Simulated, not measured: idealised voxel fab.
You're looking at the process module voxel self aligned vias.
The width of the displayed cross-section, cut, is 295 nm; its cells are square, with a size of 5 nm.
Format of a cross-section: grid, square cells. Given as bands. Order: top down. Band: one or more rows of cells. Heads up on the band format: heights come first, top then bottom, in nm. After that it's the materials left to right, each with its width in nm. A single material flagged "edge to edge" fills the whole band edge to edge, and "air" means there's empty space there. Ref level 0: as-received wafer is one material below here. Bottom band extends down with no lower bound ("0 down"). Graded width ("30->40"): value in top row of band = first number; value in bottom row = second number; row-to-row change constant. When a step is marked "identical to before", none of the cells in the cross-section changed during that step. "Closed void roster" specifies each empty space that is not open to the top and that occupies no fewer than 8 cells, using the form width x height at distance, the distance measured from the left edge and all three quantities in nm. Anything after a step's settings on that line? It's the simulator's own note about the step. overlay nm: right-of-plan distance of the mask on a masked step; negative values mean left-of-plan. Reading guide: pairs of cross-sections, before and after one process step; after view cut off at lowest changed band; step and settings listed under each pair. Pairs may stem from different runs of this module on the same starting wafer; continuity with the pair above only where the "Pre-step" entry states it.
# Pre-step
* 0 down | Si edge to edge
* Closed void roster: none
# Post-Process View
* 10 to 0 | SiO2 edge to edge
* Under the height 0 nothing was changed.
* Closed void roster: none
The step that takes the structure from the upper cross-section to the lower one is CONFORMAL_DEP, material SiO2, thk nm 10
Pre-step: the pre-step structure is the one depicted after the step in the pair just above.
# Post-Process View
* 15 to 10 | SiCN edge to edge
* Under the height 10 nothing was changed.
* Closed void roster: none
The step that takes the structure from the upper cross-section to the lower one is CONFORMAL_DEP, material SiCN, thk nm 5
Pre-step: the pre-step structure is the one depicted after the step in the pair just above.
# Post-Process View
* 40 to 15 | SiO2 edge to edge
* Under the height 15 nothing was changed.
* Closed void roster: none
The step that takes the structure from the upper cross-section to the lower one is DIRECTIONAL_DEP, material SiO2, thk nm 25
Pre-step: the pre-step structure is the one depicted after the step in the pair just above.
# Post-Process View
* 40 to 15 | 80 of SiO2 | 20 of air | 35 of SiO2 | 20 of air | 35 of SiO2 | 20 of air | 85 of SiO2
* Under the height 15 nothing was changed.
* Closed void roster: none
The step that takes the structure from the upper cross-section to the lower one is MASKED_ETCH, tone open, mask id LINES, width nm 20, pitch nm 55, etch materials SiO2, depth nm 25, overlay nm 0
Pre-step: the pre-step structure is the one depicted after the step in the pair just above.
# Post-Process View
* 45 to 40 | 85 of TiN | 10 of air | 45 of TiN | 10 of air | 45 of TiN | 10 of air | 90 of TiN
* 40 to 20 | 80 of SiO2 | 5 of TiN | 10 of air | 5 of TiN | 35 of SiO2 | 5 of TiN | 10 of air | 5 of TiN | 35 of SiO2 | 5 of TiN | 10 of air | 5 of TiN | 85 of SiO2
* 20 to 15 | 80 of SiO2 | 20 of TiN | 35 of SiO2 | 20 of TiN | 35 of SiO2 | 20 of TiN | 85 of SiO2
* Under the height 15 nothing was changed.
* Closed void roster: none
The step that takes the structure from the upper cross-section to the lower one is CONFORMAL_DEP, material TiN, thk nm 5
Pre-step: the pre-step structure is the one depicted after the step in the pair just above.
# Post-Process View
* 55 to 45 | W edge to edge
* 45 to 40 | 85 of TiN | 10 of W | 45 of TiN | 10 of W | 45 of TiN | 10 of W | 90 of TiN
* 40 to 20 | 80 of SiO2 | 5 of TiN | 10 of W | 5 of TiN | 35 of SiO2 | 5 of TiN | 10 of W | 5 of TiN | 35 of SiO2 | 5 of TiN | 10 of W | 5 of TiN | 85 of SiO2
* Under the height 20 nothing was changed.
* Closed void roster: none
The step that takes the structure from the upper cross-section to the lower one is FILL_DEP, material W, thk nm 10
Pre-step: the pre-step structure is the one depicted after the step in the pair just above.
# Post-Process View
* 40 to 20 | 80 of SiO2 | 5 of TiN | 10 of W | 5 of TiN | 35 of SiO2 | 5 of TiN | 10 of W | 5 of TiN | 35 of SiO2 | 5 of TiN | 10 of W | 5 of TiN | 85 of SiO2
* Under the height 20 nothing was changed.
* Closed void roster: none
The step that takes the structure from the upper cross-section to the lower one is CMP, height nm 40
Pre-step: the pre-step structure is the one depicted after the step in the pair just above.
# Post-Process View
* 40 to 30 | 80 of SiO2 | 20 of air | 35 of SiO2 | 20 of air | 35 of SiO2 | 20 of air | 85 of SiO2
* Under the height 30 nothing was changed.
* Closed void roster: none
The step that takes the structure from the upper cross-section to the lower one is SELECTIVE_ETCH, etch materials W Ru TiN, depth nm 10
Pre-step: the pre-step structure is the one depicted after the step in the pair just above.
# Post-Process View
* 50 to 40 | SiN edge to edge
* 40 to 30 | 80 of SiO2 | 20 of SiN | 35 of SiO2 | 20 of SiN | 35 of SiO2 | 20 of SiN | 85 of SiO2
* Under the height 30 nothing was changed.
* Closed void roster: none
The step that takes the structure from the upper cross-section to the lower one is FILL_DEP, material SiN, thk nm 10
Pre-step: the pre-step structure is the one depicted after the step in the pair just above.
# Post-Process View
* 40 to 30 | 80 of SiO2 | 20 of SiN | 35 of SiO2 | 20 of SiN | 35 of SiO2 | 20 of SiN | 85 of SiO2
* Under the height 30 nothing was changed.
* Closed void roster: none
The step that takes the structure from the upper cross-section to the lower one is CMP, height nm 40
Pre-step: the pre-step structure is the one depicted after the step in the pair just above.
# Post-Process View
* 60 to 40 | SiO2 edge to edge
* Under the height 40 nothing was changed.
* Closed void roster: none
The step that takes the structure from the upper cross-section to the lower one is DIRECTIONAL_DEP, material SiO2, thk nm 20
Pre-step: the pre-step structure is the one depicted after the step in the pair just above.
# Post-Process View
* 60 to 40 | 70 of SiO2 | 40 of air | 15 of SiO2 | 40 of air | 15 of SiO2 | 40 of air | 75 of SiO2
* Under the height 40 nothing was changed.
* Closed void roster: none
The step that takes the structure from the upper cross-section to the lower one is MASKED_ETCH, tone open, mask id VIAS, width nm 40, pitch nm 55, etch materials SiO2, depth nm 20, overlay nm 0
Pre-step: the pre-step structure is the one depicted after the step in the pair just above.
# Post-Process View
* 60 to 40 | 70 of SiO2 | 40 of air | 15 of SiO2 | 40 of air | 15 of SiO2 | 40 of air | 75 of SiO2
* 40 to 30 | 80 of SiO2 | 20 of air | 35 of SiO2 | 20 of air | 35 of SiO2 | 20 of air | 85 of SiO2
* Under the height 30 nothing was changed.
* Closed void roster: none
The step that takes the structure from the upper cross-section to the lower one is MASKED_ETCH, tone open, mask id VIAS, width nm 40, pitch nm 55, etch materials SiN, depth nm 10, overlay nm 0
Pre-step: the pre-step structure is the one depicted after the step in the pair just above.
# Post-Process View
* 65 to 60 | 75 of TiN | 30 of air | 25 of TiN | 30 of air | 25 of TiN | 30 of air | 80 of TiN
* 60 to 45 | 70 of SiO2 | 5 of TiN | 30 of air | 5 of TiN | 15 of SiO2 | 5 of TiN | 30 of air | 5 of TiN | 15 of SiO2 | 5 of TiN | 30 of air | 5 of TiN | 75 of SiO2
* 45 to 35 | 70->80 of SiO2 | 15->5 of TiN | 10 of air | 15->5 of TiN | 15->35 of SiO2 | 15->5 of TiN | 10 of air | 15->5 of TiN | 15->35 of SiO2 | 15->5 of TiN | 10 of air | 15->5 of TiN | 75->85 of SiO2
* 35 to 30 | 80 of SiO2 | 20 of TiN | 35 of SiO2 | 20 of TiN | 35 of SiO2 | 20 of TiN | 85 of SiO2
* Under the height 30 nothing was changed.
* Closed void roster: none
The step that takes the structure from the upper cross-section to the lower one is CONFORMAL_DEP, material TiN, thk nm 5
Pre-step: the pre-step structure is the one depicted after the step in the pair just above.
# Post-Process View
* 75 to 65 | Cu edge to edge
* 65 to 60 | 75 of TiN | 30 of Cu | 25 of TiN | 30 of Cu | 25 of TiN | 30 of Cu | 80 of TiN
* 60 to 45 | 70 of SiO2 | 5 of TiN | 30 of Cu | 5 of TiN | 15 of SiO2 | 5 of TiN | 30 of Cu | 5 of TiN | 15 of SiO2 | 5 of TiN | 30 of Cu | 5 of TiN | 75 of SiO2
* 45 to 35 | 70->80 of SiO2 | 15->5 of TiN | 10 of Cu | 15->5 of TiN | 15->35 of SiO2 | 15->5 of TiN | 10 of Cu | 15->5 of TiN | 15->35 of SiO2 | 15->5 of TiN | 10 of Cu | 15->5 of TiN | 75->85 of SiO2
* Under the height 35 nothing was changed.
* Closed void roster: none
The step that takes the structure from the upper cross-section to the lower one is FILL_DEP, material Cu, thk nm 10
Pre-step: the pre-step structure is the one depicted after the step in the pair just above.
# Post-Process View
* 60 to 45 | 70 of SiO2 | 5 of TiN | 30 of Cu | 5 of TiN | 15 of SiO2 | 5 of TiN | 30 of Cu | 5 of TiN | 15 of SiO2 | 5 of TiN | 30 of Cu | 5 of TiN | 75 of SiO2
* Under the height 45 nothing was changed.
* Closed void roster: none
The step that takes the structure from the upper cross-section to the lower one is CMP, height nm 60
Pre-step: the pre-step structure is the one depicted after the step in the pair just above.
# Post-Process View
* 65 to 60 | SiCN edge to edge
* Under the height 60 nothing was changed.
* Closed void roster: none
The step that takes the structure from the upper cross-section to the lower one is CONFORMAL_DEP, material SiCN, thk nm 5
# Pre-step
* 0 down | Si edge to edge
* Closed void roster: none
# Post-Process View
* 5 to 0 | SiCN edge to edge
* Under the height 0 nothing was changed.
* Closed void roster: none
The step that takes the structure from the upper cross-section to the lower one is CONFORMAL_DEP, material SiCN, thk nm 5
Pre-step: the pre-step structure is the one depicted after the step in the pair just above.
# Post-Process View
* 30 to 5 | SiO2 edge to edge
* Under the height 5 nothing was changed.
* Closed void roster: none
The step that takes the structure from the upper cross-section to the lower one is DIRECTIONAL_DEP, material SiO2, thk nm 25
Pre-step: the pre-step structure is the one depicted after the step in the pair just above.
# Post-Process View
* 30 to 5 | 80 of SiO2 | 20 of air | 35 of SiO2 | 20 of air | 35 of SiO2 | 20 of air | 85 of SiO2
* Under the height 5 nothing was changed.
* Closed void roster: none
The step that takes the structure from the upper cross-section to the lower one is MASKED_ETCH, tone open, mask id LINES, width nm 20, pitch nm 55, etch materials SiO2, depth nm 25, overlay nm 0
Pre-step: the pre-step structure is the one depicted after the step in the pair just above.
# Post-Process View
* 35 to 30 | 85 of TiN | 10 of air | 45 of TiN | 10 of air | 45 of TiN | 10 of air | 90 of TiN
* 30 to 10 | 80 of SiO2 | 5 of TiN | 10 of air | 5 of TiN | 35 of SiO2 | 5 of TiN | 10 of air | 5 of TiN | 35 of SiO2 | 5 of TiN | 10 of air | 5 of TiN | 85 of SiO2
* 10 to 5 | 80 of SiO2 | 20 of TiN | 35 of SiO2 | 20 of TiN | 35 of SiO2 | 20 of TiN | 85 of SiO2
* Under the height 5 nothing was changed.
* Closed void roster: none
The step that takes the structure from the upper cross-section to the lower one is CONFORMAL_DEP, material TiN, thk nm 5
Pre-step: the pre-step structure is the one depicted after the step in the pair just above.
# Post-Process View
* 45 to 35 | W edge to edge
* 35 to 30 | 85 of TiN | 10 of W | 45 of TiN | 10 of W | 45 of TiN | 10 of W | 90 of TiN
* 30 to 10 | 80 of SiO2 | 5 of TiN | 10 of W | 5 of TiN | 35 of SiO2 | 5 of TiN | 10 of W | 5 of TiN | 35 of SiO2 | 5 of TiN | 10 of W | 5 of TiN | 85 of SiO2
* Under the height 10 nothing was changed.
* Closed void roster: none
The step that takes the structure from the upper cross-section to the lower one is FILL_DEP, material W, thk nm 10
Pre-step: the pre-step structure is the one depicted after the step in the pair just above.
# Post-Process View
* 40 to 35 | W edge to edge
* Under the height 35 nothing was changed.
* Closed void roster: none
The step that takes the structure from the upper cross-section to the lower one is CMP, height nm 40
Pre-step: the pre-step structure is the one depicted after the step in the pair just above.
# Post-Process View
* 30 to 10 | 80 of SiO2 | 5 of TiN | 10 of W | 5 of TiN | 35 of SiO2 | 5 of TiN | 10 of W | 5 of TiN | 35 of SiO2 | 5 of TiN | 10 of W | 5 of TiN | 85 of SiO2
* Under the height 10 nothing was changed.
* Closed void roster: none
The step that takes the structure from the upper cross-section to the lower one is SELECTIVE_ETCH, etch materials W Ru TiN, depth nm 10
Pre-step: the pre-step structure is the one depicted after the step in the pair just above.
# Post-Process View
* 40 to 30 | SiN edge to edge
* Under the height 30 nothing was changed.
* Closed void roster: none
The step that takes the structure from the upper cross-section to the lower one is FILL_DEP, material SiN, thk nm 10
Pre-step: the pre-step structure is the one depicted after the step in the pair just above.
# Post-Process View
* 60 to 40 | SiO2 edge to edge
* Under the height 40 nothing was changed.
* Closed void roster: none
The step that takes the structure from the upper cross-section to the lower one is DIRECTIONAL_DEP, material SiO2, thk nm 20
Pre-step: the pre-step structure is the one depicted after the step in the pair just above.
# Post-Process View
* 60 to 40 | 70 of SiO2 | 40 of air | 15 of SiO2 | 40 of air | 15 of SiO2 | 40 of air | 75 of SiO2
* Under the height 40 nothing was changed.
* Closed void roster: none
The step that takes the structure from the upper cross-section to the lower one is MASKED_ETCH, tone open, mask id VIAS, width nm 40, pitch nm 55, etch materials SiO2, depth nm 20, overlay nm 0
Pre-step: the pre-step structure is the one depicted after the step in the pair just above.
# Post-Process View
* 60 to 40 | 70 of SiO2 | 40 of air | 15 of SiO2 | 40 of air | 15 of SiO2 | 40 of air | 75 of SiO2
* 40 to 30 | 70 of SiN | 40 of air | 15 of SiN | 40 of air | 15 of SiN | 40 of air | 75 of SiN
* Under the height 30 nothing was changed.
* Closed void roster: none
The step that takes the structure from the upper cross-section to the lower one is MASKED_ETCH, tone open, mask id VIAS, width nm 40, pitch nm 55, etch materials SiN, depth nm 10, overlay nm 0
Pre-step: the pre-step structure is the one depicted after the step in the pair just above.
# Post-Process View
* 65 to 60 | 75 of TiN | 30 of air | 25 of TiN | 30 of air | 25 of TiN | 30 of air | 80 of TiN
* 60 to 40 | 70 of SiO2 | 5 of TiN | 30 of air | 5 of TiN | 15 of SiO2 | 5 of TiN | 30 of air | 5 of TiN | 15 of SiO2 | 5 of TiN | 30 of air | 5 of TiN | 75 of SiO2
* 40 to 35 | 70 of SiN | 5 of TiN | 30 of air | 5 of TiN | 15 of SiN | 5 of TiN | 30 of air | 5 of TiN | 15 of SiN | 5 of TiN | 30 of air | 5 of TiN | 75 of SiN
* 35 to 30 | 70 of SiN | 40 of TiN | 15 of SiN | 40 of TiN | 15 of SiN | 40 of TiN | 75 of SiN
* Under the height 30 nothing was changed.
* Closed void roster: none
The step that takes the structure from the upper cross-section to the lower one is CONFORMAL_DEP, material TiN, thk nm 5
Pre-step: the pre-step structure is the one depicted after the step in the pair just above.
# Post-Process View
* 75 to 65 | Cu edge to edge
* 65 to 60 | 75 of TiN | 30 of Cu | 25 of TiN | 30 of Cu | 25 of TiN | 30 of Cu | 80 of TiN
* 60 to 40 | 70 of SiO2 | 5 of TiN | 30 of Cu | 5 of TiN | 15 of SiO2 | 5 of TiN | 30 of Cu | 5 of TiN | 15 of SiO2 | 5 of TiN | 30 of Cu | 5 of TiN | 75 of SiO2
* 40 to 35 | 70 of SiN | 5 of TiN | 30 of Cu | 5 of TiN | 15 of SiN | 5 of TiN | 30 of Cu | 5 of TiN | 15 of SiN | 5 of TiN | 30 of Cu | 5 of TiN | 75 of SiN
* Under the height 35 nothing was changed.
* Closed void roster: none
The step that takes the structure from the upper cross-section to the lower one is FILL_DEP, material Cu, thk nm 10
Pre-step: the pre-step structure is the one depicted after the step in the pair just above.
# Post-Process View
* 60 to 40 | 70 of SiO2 | 5 of TiN | 30 of Cu | 5 of TiN | 15 of SiO2 | 5 of TiN | 30 of Cu | 5 of TiN | 15 of SiO2 | 5 of TiN | 30 of Cu | 5 of TiN | 75 of SiO2
* Under the height 40 nothing was changed.
* Closed void roster: none
The step that takes the structure from the upper cross-section to the lower one is CMP, height nm 60
Pre-step: the pre-step structure is the one depicted after the step in the pair just above.
# Post-Process View
* 65 to 60 | SiCN edge to edge
* Under the height 60 nothing was changed.
* Closed void roster: none
The step that takes the structure from the upper cross-section to the lower one is CONFORMAL_DEP, material SiCN, thk nm 5
# Pre-step
* 60 to 40 | 70 of SiO2 | 40 of air | 15 of SiO2 | 40 of air | 15 of SiO2 | 40 of air | 75 of SiO2
* 40 to 30 | 80 of SiO2 | 20 of SiN | 35 of SiO2 | 20 of SiN | 35 of SiO2 | 20 of SiN | 85 of SiO2
* 30 to 20 | 80 of SiO2 | 5 of TiN | 10 of W | 5 of TiN | 35 of SiO2 | 5 of TiN | 10 of W | 5 of TiN | 35 of SiO2 | 5 of TiN | 10 of W | 5 of TiN | 85 of SiO2
* 20 to 15 | 80 of SiO2 | 20 of TiN | 35 of SiO2 | 20 of TiN | 35 of SiO2 | 20 of TiN | 85 of SiO2
* 15 to 10 | SiCN edge to edge
* 10 to 0 | SiO2 edge to edge
* 0 down | Si edge to edge
* Closed void roster: none
# Post-Process View
* 60 to 40 | 70 of SiO2 | 40 of air | 15 of SiO2 | 40 of air | 15 of SiO2 | 40 of air | 75 of SiO2
* 40 to 30 | 70 of SiO2 | 10 of air | 20 of SiN | 10 of air | 15 of SiO2 | 10 of air | 20 of SiN | 10 of air | 15 of SiO2 | 10 of air | 20 of SiN | 10 of air | 75 of SiO2
* 30 to 20 | 70 of SiO2 | 10 of air | 5 of TiN | 10 of W | 5 of TiN | 10 of air | 15 of SiO2 | 10 of air | 5 of TiN | 10 of W | 5 of TiN | 10 of air | 15 of SiO2 | 10 of air | 5 of TiN | 10 of W | 5 of TiN | 10 of air | 75 of SiO2
* Under the height 20 nothing was changed.
* Closed void roster: none
The step that takes the structure from the upper cross-section to the lower one is MASKED_ETCH, tone open, mask id VIAS, width nm 40, pitch nm 55, etch materials SiO2, depth nm 20, overlay nm 0
Pre-step: the pre-step structure is the one depicted after the step in the pair just above.
# Post-Process View
* 60 to 30 | 70 of SiO2 | 40 of air | 15 of SiO2 | 40 of air | 15 of SiO2 | 40 of air | 75 of SiO2
* Under the height 30 nothing was changed.
* Closed void roster: none
The step that takes the structure from the upper cross-section to the lower one is MASKED_ETCH, tone open, mask id VIAS, width nm 40, pitch nm 55, etch materials SiN, depth nm 10, overlay nm 0
Pre-step: the pre-step structure is the one depicted after the step in the pair just above.
# Post-Process View
* 65 to 60 | 75 of TiN | 30 of air | 25 of TiN | 30 of air | 25 of TiN | 30 of air | 80 of TiN
* 60 to 35 | 70 of SiO2 | 5 of TiN | 30 of air | 5 of TiN | 15 of SiO2 | 5 of TiN | 30 of air | 5 of TiN | 15 of SiO2 | 5 of TiN | 30 of air | 5 of TiN | 75 of SiO2
* 35 to 30 | 70 of SiO2 | 40 of TiN | 15 of SiO2 | 40 of TiN | 15 of SiO2 | 40 of TiN | 75 of SiO2
* 30 to 20 | 70 of SiO2 | 15 of TiN | 10 of W | 15 of TiN | 15 of SiO2 | 15 of TiN | 10 of W | 15 of TiN | 15 of SiO2 | 15 of TiN | 10 of W | 15 of TiN | 75 of SiO2
* Under the height 20 nothing was changed.
* Closed void roster: none
The step that takes the structure from the upper cross-section to the lower one is CONFORMAL_DEP, material TiN, thk nm 5
Pre-step: the pre-step structure is the one depicted after the step in the pair just above.
# Post-Process View
* 75 to 65 | Cu edge to edge
* 65 to 60 | 75 of TiN | 30 of Cu | 25 of TiN | 30 of Cu | 25 of TiN | 30 of Cu | 80 of TiN
* 60 to 35 | 70 of SiO2 | 5 of TiN | 30 of Cu | 5 of TiN | 15 of SiO2 | 5 of TiN | 30 of Cu | 5 of TiN | 15 of SiO2 | 5 of TiN | 30 of Cu | 5 of TiN | 75 of SiO2
* Under the height 35 nothing was changed.
* Closed void roster: none
The step that takes the structure from the upper cross-section to the lower one is FILL_DEP, material Cu, thk nm 10
Pre-step: the pre-step structure is the one depicted after the step in the pair just above.
# Post-Process View
* 60 to 35 | 70 of SiO2 | 5 of TiN | 30 of Cu | 5 of TiN | 15 of SiO2 | 5 of TiN | 30 of Cu | 5 of TiN | 15 of SiO2 | 5 of TiN | 30 of Cu | 5 of TiN | 75 of SiO2
* Under the height 35 nothing was changed.
* Closed void roster: none
The step that takes the structure from the upper cross-section to the lower one is CMP, height nm 60
Pre-step: the pre-step structure is the one depicted after the step in the pair just above.
# Post-Process View
* 65 to 60 | SiCN edge to edge
* Under the height 60 nothing was changed.
* Closed void roster: none
The step that takes the structure from the upper cross-section to the lower one is CONFORMAL_DEP, material SiCN, thk nm 5
# Pre-step
* 10 to 0 | SiO2 edge to edge
* 0 down | Si edge to edge
* Closed void roster: none
# Post-Process View
* 35 to 0 | SiO2 edge to edge
* Under the height 0 nothing was changed.
* Closed void roster: none
The step that takes the structure from the upper cross-section to the lower one is DIRECTIONAL_DEP, material SiO2, thk nm 25
Pre-step: the pre-step structure is the one depicted after the step in the pair just above.
# Post-Process View
* 40 to 35 | SiCN edge to edge
* Under the height 35 nothing was changed.
* Closed void roster: none
The step that takes the structure from the upper cross-section to the lower one is CONFORMAL_DEP, material SiCN, thk nm 5
Pre-step: the pre-step structure is the one depicted after the step in the pair just above.
# Post-Process View
* 45 to 40 | TiN edge to edge
* Under the height 40 nothing was changed.
* Closed void roster: none
The step that takes the structure from the upper cross-section to the lower one is CONFORMAL_DEP, material TiN, thk nm 5
Pre-step: the pre-step structure is the one depicted after the step in the pair just above.
# Post-Process View
* 55 to 45 | W edge to edge
* Under the height 45 nothing was changed.
* Closed void roster: none
The step that takes the structure from the upper cross-section to the lower one is FILL_DEP, material W, thk nm 10
Pre-step: the pre-step structure is the one depicted after the step in the pair just above.
# Post-Process View
* 40 to 35 | SiCN edge to edge
* Under the height 35 nothing was changed.
* Closed void roster: none
The step that takes the structure from the upper cross-section to the lower one is CMP, height nm 40
Pre-step: the pre-step structure is the one depicted after the step in the pair just above.
# Post-Process View
* 50 to 40 | SiN edge to edge
* Under the height 40 nothing was changed.
* Closed void roster: none
The step that takes the structure from the upper cross-section to the lower one is FILL_DEP, material SiN, thk nm 10
Pre-step: the pre-step structure is the one depicted after the step in the pair just above.
# Post-Process View
* 40 to 35 | SiCN edge to edge
* Under the height 35 nothing was changed.
* Closed void roster: none
The step that takes the structure from the upper cross-section to the lower one is CMP, height nm 40
Pre-step: the pre-step structure is the one depicted after the step in the pair just above.
# Post-Process View
* 60 to 40 | SiO2 edge to edge
* Under the height 40 nothing was changed.
* Closed void roster: none
The step that takes the structure from the upper cross-section to the lower one is DIRECTIONAL_DEP, material SiO2, thk nm 20
Pre-step: the pre-step structure is the one depicted after the step in the pair just above.
# Post-Process View
* 60 to 40 | 70 of SiO2 | 40 of air | 15 of SiO2 | 40 of air | 15 of SiO2 | 40 of air | 75 of SiO2
* Under the height 40 nothing was changed.
* Closed void roster: none
The step that takes the structure from the upper cross-section to the lower one is MASKED_ETCH, tone open, mask id VIAS, width nm 40, pitch nm 55, etch materials SiO2, depth nm 20, overlay nm 0
Pre-step: the pre-step structure is the one depicted after the step in the pair just above.
# Post-Process View
* 65 to 60 | 75 of TiN | 30 of air | 25 of TiN | 30 of air | 25 of TiN | 30 of air | 80 of TiN
* 60 to 45 | 70 of SiO2 | 5 of TiN | 30 of air | 5 of TiN | 15 of SiO2 | 5 of TiN | 30 of air | 5 of TiN | 15 of SiO2 | 5 of TiN | 30 of air | 5 of TiN | 75 of SiO2
* 45 to 40 | 70 of SiO2 | 40 of TiN | 15 of SiO2 | 40 of TiN | 15 of SiO2 | 40 of TiN | 75 of SiO2
* Under the height 40 nothing was changed.
* Closed void roster: none
The step that takes the structure from the upper cross-section to the lower one is CONFORMAL_DEP, material TiN, thk nm 5
Pre-step: the pre-step structure is the one depicted after the step in the pair just above.
# Post-Process View
* 75 to 65 | Cu edge to edge
* 65 to 60 | 75 of TiN | 30 of Cu | 25 of TiN | 30 of Cu | 25 of TiN | 30 of Cu | 80 of TiN
* 60 to 45 | 70 of SiO2 | 5 of TiN | 30 of Cu | 5 of TiN | 15 of SiO2 | 5 of TiN | 30 of Cu | 5 of TiN | 15 of SiO2 | 5 of TiN | 30 of Cu | 5 of TiN | 75 of SiO2
* Under the height 45 nothing was changed.
* Closed void roster: none
The step that takes the structure from the upper cross-section to the lower one is FILL_DEP, material Cu, thk nm 10
Pre-step: the pre-step structure is the one depicted after the step in the pair just above.
# Post-Process View
* 60 to 45 | 70 of SiO2 | 5 of TiN | 30 of Cu | 5 of TiN | 15 of SiO2 | 5 of TiN | 30 of Cu | 5 of TiN | 15 of SiO2 | 5 of TiN | 30 of Cu | 5 of TiN | 75 of SiO2
* Under the height 45 nothing was changed.
* Closed void roster: none
The step that takes the structure from the upper cross-section to the lower one is CMP, height nm 60
Pre-step: the pre-step structure is the one depicted after the step in the pair just above.
# Post-Process View
* 65 to 60 | SiCN edge to edge
* Under the height 60 nothing was changed.
* Closed void roster: none
The step that takes the structure from the upper cross-section to the lower one is CONFORMAL_DEP, material SiCN, thk nm 5
# Pre-step
* 40 to 20 | 80 of SiO2 | 5 of TiN | 10 of W | 5 of TiN | 35 of SiO2 | 5 of TiN | 10 of W | 5 of TiN | 35 of SiO2 | 5 of TiN | 10 of W | 5 of TiN | 85 of SiO2
* 20 to 15 | 80 of SiO2 | 20 of TiN | 35 of SiO2 | 20 of TiN | 35 of SiO2 | 20 of TiN | 85 of SiO2
* 15 to 10 | SiCN edge to edge
* 10 to 0 | SiO2 edge to edge
* 0 down | Si edge to edge
* Closed void roster: none
# Post-Process View
* 40 to 25 | 80 of SiO2 | 20 of air | 35 of SiO2 | 20 of air | 35 of SiO2 | 20 of air | 85 of SiO2
* Under the height 25 nothing was changed.
* Closed void roster: none
The step that takes the structure from the upper cross-section to the lower one is SELECTIVE_ETCH, etch materials W Ru TiN, depth nm 15
Pre-step: the pre-step structure is the one depicted after the step in the pair just above.
# Post-Process View
* 50 to 40 | SiN edge to edge
* 40 to 25 | 80 of SiO2 | 20 of SiN | 35 of SiO2 | 20 of SiN | 35 of SiO2 | 20 of SiN | 85 of SiO2
* Under the height 25 nothing was changed.
* Closed void roster: none
The step that takes the structure from the upper cross-section to the lower one is FILL_DEP, material SiN, thk nm 10
Pre-step: the pre-step structure is the one depicted after the step in the pair just above.
# Post-Process View
* 40 to 25 | 80 of SiO2 | 20 of SiN | 35 of SiO2 | 20 of SiN | 35 of SiO2 | 20 of SiN | 85 of SiO2
* Under the height 25 nothing was changed.
* Closed void roster: none
The step that takes the structure from the upper cross-section to the lower one is CMP, height nm 40
Pre-step: the pre-step structure is the one depicted after the step in the pair just above.
# Post-Process View
* 60 to 40 | SiO2 edge to edge
* Under the height 40 nothing was changed.
* Closed void roster: none
The step that takes the structure from the upper cross-section to the lower one is DIRECTIONAL_DEP, material SiO2, thk nm 20
Pre-step: the pre-step structure is the one depicted after the step in the pair just above.
# Post-Process View
* 60 to 40 | 70 of SiO2 | 40 of air | 15 of SiO2 | 40 of air | 15 of SiO2 | 40 of air | 75 of SiO2
* Under the height 40 nothing was changed.
* Closed void roster: none
The step that takes the structure from the upper cross-section to the lower one is MASKED_ETCH, tone open, mask id VIAS, width nm 40, pitch nm 55, etch materials SiO2, depth nm 20, overlay nm 0
Pre-step: the pre-step structure is the one depicted after the step in the pair just above.
# Post-Process View
* 60 to 40 | 70 of SiO2 | 40 of air | 15 of SiO2 | 40 of air | 15 of SiO2 | 40 of air | 75 of SiO2
* 40 to 30 | 80 of SiO2 | 20 of air | 35 of SiO2 | 20 of air | 35 of SiO2 | 20 of air | 85 of SiO2
* Under the height 30 nothing was changed.
* Closed void roster: none
The step that takes the structure from the upper cross-section to the lower one is MASKED_ETCH, tone open, mask id VIAS, width nm 40, pitch nm 55, etch materials SiN, depth nm 10, overlay nm 0
Pre-step: the pre-step structure is the one depicted after the step in the pair just above.
# Post-Process View
* 65 to 60 | 75 of TiN | 30 of air | 25 of TiN | 30 of air | 25 of TiN | 30 of air | 80 of TiN
* 60 to 45 | 70 of SiO2 | 5 of TiN | 30 of air | 5 of TiN | 15 of SiO2 | 5 of TiN | 30 of air | 5 of TiN | 15 of SiO2 | 5 of TiN | 30 of air | 5 of TiN | 75 of SiO2
* 45 to 35 | 70->80 of SiO2 | 15->5 of TiN | 10 of air | 15->5 of TiN | 15->35 of SiO2 | 15->5 of TiN | 10 of air | 15->5 of TiN | 15->35 of SiO2 | 15->5 of TiN | 10 of air | 15->5 of TiN | 75->85 of SiO2
* 35 to 30 | 80 of SiO2 | 20 of TiN | 35 of SiO2 | 20 of TiN | 35 of SiO2 | 20 of TiN | 85 of SiO2
* Under the height 30 nothing was changed.
* Closed void roster: none
The step that takes the structure from the upper cross-section to the lower one is CONFORMAL_DEP, material TiN, thk nm 5
Pre-step: the pre-step structure is the one depicted after the step in the pair just above.
# Post-Process View
* 75 to 65 | Cu edge to edge
* 65 to 60 | 75 of TiN | 30 of Cu | 25 of TiN | 30 of Cu | 25 of TiN | 30 of Cu | 80 of TiN
* 60 to 45 | 70 of SiO2 | 5 of TiN | 30 of Cu | 5 of TiN | 15 of SiO2 | 5 of TiN | 30 of Cu | 5 of TiN | 15 of SiO2 | 5 of TiN | 30 of Cu | 5 of TiN | 75 of SiO2
* 45 to 35 | 70->80 of SiO2 | 15->5 of TiN | 10 of Cu | 15->5 of TiN | 15->35 of SiO2 | 15->5 of TiN | 10 of Cu | 15->5 of TiN | 15->35 of SiO2 | 15->5 of TiN | 10 of Cu | 15->5 of TiN | 75->85 of SiO2
* Under the height 35 nothing was changed.
* Closed void roster: none
The step that takes the structure from the upper cross-section to the lower one is FILL_DEP, material Cu, thk nm 10
Pre-step: the pre-step structure is the one depicted after the step in the pair just above.
# Post-Process View
* 60 to 45 | 70 of SiO2 | 5 of TiN | 30 of Cu | 5 of TiN | 15 of SiO2 | 5 of TiN | 30 of Cu | 5 of TiN | 15 of SiO2 | 5 of TiN | 30 of Cu | 5 of TiN | 75 of SiO2
* Under the height 45 nothing was changed.
* Closed void roster: none
The step that takes the structure from the upper cross-section to the lower one is CMP, height nm 60
Pre-step: the pre-step structure is the one depicted after the step in the pair just above.
# Post-Process View
* 65 to 60 | SiCN edge to edge
* Under the height 60 nothing was changed.
* Closed void roster: none
The step that takes the structure from the upper cross-section to the lower one is CONFORMAL_DEP, material SiCN, thk nm 5
# Pre-step
* 40 to 15 | SiO2 edge to edge
* 15 to 10 | SiCN edge to edge
* 10 to 0 | SiO2 edge to edge
* 0 down | Si edge to edge
* Closed void roster: none
# Post-Process View
* 40 to 15 | 85 of SiO2 | 15 of air | 40 of SiO2 | 15 of air | 40 of SiO2 | 15 of air | 85 of SiO2
* Under the height 15 nothing was changed.
* Closed void roster: none
The step that takes the structure from the upper cross-section to the lower one is MASKED_ETCH, tone open, mask id LINES, width nm 15, pitch nm 55, etch materials SiO2, depth nm 25, overlay nm 0
